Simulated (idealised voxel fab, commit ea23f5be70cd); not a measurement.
The name of this process module is voxel released beams.
220 nm wide, 5 nm square cells: that's cross-section cut.
Throughout this document, each cross-section is represented as a grid of square cells and is presented as a sequence of bands enumerated from the top downward, where a band comprises one or more rows of cells. Band: top height; bottom height; in nm. Then, left to right: material with width in nm, for each material. "all across": a single material spanning edge to edge. "empty": empty space. It should be noted that heights are counted from 0, beneath which the wafer as supplied is of one material throughout, and that the lowest band possesses no lower boundary but continues downward, as written in "0 and below". Graded width ("30 to 40"): value in top row of band = first number; value in bottom row = second number; row-to-row change constant. "remained unchanged" after a step means that no cell of the cross-section changed. Enclosed voids (no open way to top), threshold 8 cells or more, entry "Sealed cavities", notation width x height at distance, distance from left edge, nm. On each step's line, the part that comes after the settings is the simulator's own comment on the step. You can add "overlay nm" to a step's line. For a step with a mask, it describes how far the mask lay to the right of its planned position, and a negative number describes a lay to the left.
Process steps foreseen in the plan:
step 1: RECEIVE [material Si]
step 2: CONFORMAL_DEP [material SiN] [thk nm 10]
step 3: DIRECTIONAL_DEP [material SiO2] [thk nm 15]
step 4: MASKED_ETCH [tone open] [mask id ANCHOR] [width nm 45] [etch materials SiO2] [depth nm 15] [overlay nm 0]
step 5: CONFORMAL_DEP [material TiN] [thk nm 15]
step 6: PATTERN [tone cover] [mask id BEAM] [material resist] [width nm 130] [thk nm 20] [overlay nm 0]
step 7: DIRECTIONAL_ETCH [etch materials TiN] [depth nm 15]
step 8: STRIP [etch materials resist]
step 9: STRIP [etch materials SiO2]
first wafer, as planned:
as received, after step 1:
> 0 and below: Si all across
> Sealed cavities: none
Presented here is a cross-section of the wafer after step 2 has been performed:
> 10 down to 0: SiN all across
> Lower than 0, everything is as it was.
Presented here is a cross-section of the wafer after step 3 has been performed:
> 25 down to 10: SiO2 all across
> Lower than 10, everything is as it was.
Presented here is a cross-section of the wafer after step 4 has been performed:
> 25 down to 10: SiO2 45, empty 45, SiO2 130
> Lower than 10, everything is as it was.
Presented here is a cross-section of the wafer after step 5 has been performed:
> 40 down to 25: TiN 60, empty 15, TiN 145
> 25 down to 10: SiO2 45, TiN 45, SiO2 130
> Lower than 10, everything is as it was.
Presented here is a cross-section of the wafer after step 6 has been performed:
> 60 down to 40: empty 40, resist 130, empty 50
> 40 down to 25: TiN 60, resist 15, TiN 145
> Lower than 25, everything is as it was.
Presented here is a cross-section of the wafer after step 7 has been performed:
> 60 down to 40: empty 40, resist 130, empty 50
> 40 down to 25: empty 40, TiN 20, resist 15, TiN 95, empty 50
> Lower than 25, everything is as it was.
Presented here is a cross-section of the wafer after step 8 has been performed:
> 40 down to 25: empty 40, TiN 20, empty 15, TiN 95, empty 50
> Lower than 25, everything is as it was.
Presented here is a cross-section of the wafer after step 9 has been performed:
> 40 down to 25: empty 40, TiN 20, empty 15, TiN 95, empty 50
> 25 down to 10: empty 45, TiN 45, empty 130
> Lower than 10, everything is as it was.
Second wafer, same starting state and plan as the first, one mistake in the run, identical through step 5:
Planned end of step 6: second wafer, cross-section:
> 60 down to 40: empty 45, resist 125, empty 50
> 40 down to 25: TiN 60, resist 15, TiN 145
> Lower than 25, everything is as it was.
Planned end of step 7: second wafer, cross-section:
> 60 down to 40: empty 45, resist 125, empty 50
> 40 down to 25: empty 45, TiN 15, resist 15, TiN 95, empty 50
> Lower than 25, everything is as it was.
Planned end of step 8: second wafer, cross-section:
> 40 down to 25: empty 45, TiN 15, empty 15, TiN 95, empty 50
> Lower than 25, everything is as it was.
Planned end of step 9: second wafer, cross-section:
> 40 down to 25: empty 45, TiN 15, empty 15, TiN 95, empty 50
> 25 down to 10: empty 45, TiN 45, empty 130
> Lower than 10, everything is as it was.
It is concluded that the wafer was processed incorrectly with respect to the plan, in that the process deviated at step 6: the operation and settings actually run there were PATTERN [tone cover] [mask id BEAM] [material resist] [width nm 125] [thk nm 20] [overlay nm 0]
Counted in cells at the end, the second wafer holds more or fewer of these materials than the first: 3 fewer of TiN
